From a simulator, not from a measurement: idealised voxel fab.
Process module under the name voxel local oxidation
For reference, the cross-section in this document is cut, with width 255 nm and square cells of 5 nm.
How to read a cross-section here: the picture is a grid of square cells, written as bands going from the top down, and any band can span one or more rows of cells.
Per band: top height and bottom height in nm, followed by the left-to-right materials and their widths in nm; "edge to edge" marks a single material spanning edge to edge, "air" marks empty space.
The level at which height equals 0 is the one under which the wafer, as it arrives, is entirely one material. No lower edge exists for the bottom band, which continues downward and is notated as in "from 0 down".
A width given as "30->40" starts at the first number in the band's top row and ends at the second number in its bottom row, shifting by an equal amount at every step from row to row.
"nothing altered" after a step means that no cell of the cross-section changed.
"Unvented cavities": empty spaces of 8 cells or more with no open way to the top, each given as width x height at distance, distance from the left edge, all in nm.
Step line, after settings: the simulator's comment on this step.
overlay nm: how far to the right of its planned place the mask lay on this masked step (negative: to the left).
PROCESS STEPS - PLAN
step 1: RECEIVE [material Si]
step 2: CONFORMAL_DEP [material SiO2] [thk nm 5]
step 3: CONFORMAL_DEP [material SiN] [thk nm 5]
step 4: PATTERN [tone cover] [mask id ACTIVE] [material resist] [width nm 95] [pitch nm 120] [thk nm 20] [overlay nm 0]
step 5: DIRECTIONAL_ETCH [etch materials SiN] [depth nm 10]
step 6: STRIP [etch materials resist]
step 7: SELECTIVE_ETCH [etch materials SiO2] [depth nm 5]
step 8: OXIDIZE [depth nm 10]
step 9: STRIP [etch materials SiN]
Across this set of wafers, the varied parameter is the thk nm of step 3. Starting conditions are identical for every wafer, and the plan reports the value assigned to the first wafer.
CROSS-SECTION: THE FIRST OF SEVERAL WAFERS IN ITS AS-RECEIVED STATE, I.E. FOLLOWING STEP 1
* from 0 down = Si edge to edge
* Unvented cavities: none
PER-WAFER ROWS BELOW. FOR EACH MATERIAL: CELLS GAINED (+) OR LOST (-) SINCE THE WAFER WAS RECEIVED, AS OF END OF MODULE. THEN: CLOSED VOIDS
thk nm 5 | -50 Si | +84 SiO2 | Unvented cavities: none
thk nm 10 | -50 Si | +84 SiO2 | Unvented cavities: none
thk nm 15 | +51 SiO2 | Unvented cavities: none
thk nm 20 | +51 SiO2 | Unvented cavities: none
thk nm 25 | +51 SiO2 | Unvented cavities: none
